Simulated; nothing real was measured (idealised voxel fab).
process module | voxel wiring stack
cross-section cut | 150 nm wide | cells 5 nm
A cross-section is a grid of square cells, given in bands from the top down. A band is one or more rows of cells.
Each band's line starts with the height of the band's top and of its bottom, in nm. Then come its materials from left to right, each with its width in nm. One material with "throughout" fills the band from edge to edge. "air" is empty space.
Height 0 is the level under which the wafer as received is all one material. The lowest band goes on downwards, as in "0 down".
A width such as "30 to 40" changes by the same amount from each row of cells to the next, from the band's top row to its bottom row.
"no change" after a step means that no cell of the cross-section changed.
closed voids: empty space of 8 cells or more with no open way to the top, each as width x height at its distance from the left edge, in nm
after a step's settings: what the simulator itself notes on the step
overlay nm, on a step with a mask: how far to the right of its planned place the mask lay; to the left if negative
plan
1 op RECEIVE | material Si
2 op CONFORMAL_DEP | material SiO2 | thk nm 15
3 op CONFORMAL_DEP | material SiCN | thk nm 5
4 op DIRECTIONAL_DEP | material SiO2 | thk nm 15
5 op DIRECTIONAL_DEP | material aC | thk nm 10
6 op PATTERN | tone open | mask id METAL_1 | material resist | width nm 25 | pitch nm 40 | thk nm 25 | overlay nm 0
7 op DIRECTIONAL_ETCH | etch materials aC | depth nm 10
8 op STRIP | etch materials resist
9 op DIRECTIONAL_ETCH | etch materials SiO2 | depth nm 15
10 op DIRECTIONAL_ETCH | etch materials SiCN | depth nm 5
11 op STRIP | etch materials aC
12 op CONFORMAL_DEP | material TiN | thk nm 5
13 op FILL_DEP | material Cu | thk nm 5
14 op CMP | height nm 35
15 op CONFORMAL_DEP | material SiCN | thk nm 5
16 op DIRECTIONAL_DEP | material lowk | thk nm 30
17 op DIRECTIONAL_DEP | material aC | thk nm 15
18 op PATTERN | tone open | mask id METAL_2 | material resist | width nm 25 | pitch nm 40 | thk nm 30 | overlay nm 0
19 op DIRECTIONAL_ETCH | etch materials aC | depth nm 15
20 op STRIP | etch materials resist
21 op DIRECTIONAL_ETCH | etch materials lowk | depth nm 5
22 op STRIP | etch materials aC
23 op MASKED_ETCH | tone open | mask id METAL_2_HOLES | width nm 15 | pitch nm 80 | etch materials lowk | depth nm 15 | overlay nm 0
24 op MASKED_ETCH | tone open | mask id METAL_2_HOLES | width nm 15 | pitch nm 80 | etch materials SiCN | depth nm 5 | overlay nm 0
25 op CONFORMAL_DEP | material TiN | thk nm 5
26 op FILL_DEP | material Ru | thk nm 10
27 op CMP | height nm 70
28 op CONFORMAL_DEP | material SiN | thk nm 5
varied across the wafers: depth nm of step 21. The plan shows the first wafer's value. All wafers start alike
first wafer as received, after step 1
  0 down: Si throughout
  closed voids: none
each wafer at the end: cells of each material gained (+) or lost (-) since it was received, then its closed voids
depth nm 5 | +27 Cu | +6 Ru | +45 SiCN | +30 SiN | +135 SiO2 | +60 TiN | +147 lowk | closed voids: none
depth nm 10 | +27 Cu | +15 Ru | +45 SiCN | +30 SiN | +135 SiO2 | +66 TiN | +132 lowk | closed voids: none
depth nm 15 | +27 Cu | +26 Ru | +39 SiCN | +30 SiN | +135 SiO2 | +76 TiN | +117 lowk | closed voids: none
depth nm 20 | +27 Cu | +33 Ru | +39 SiCN | +30 SiN | +135 SiO2 | +78 TiN | +108 lowk | closed voids: none
depth nm 25 | +27 Cu | +40 Ru | +39 SiCN | +30 SiN | +135 SiO2 | +80 TiN | +99 lowk | closed voids: none
depth nm 30 | +27 Cu | +47 Ru | +39 SiCN | +30 SiN | +135 SiO2 | +82 TiN | +90 lowk | closed voids: none
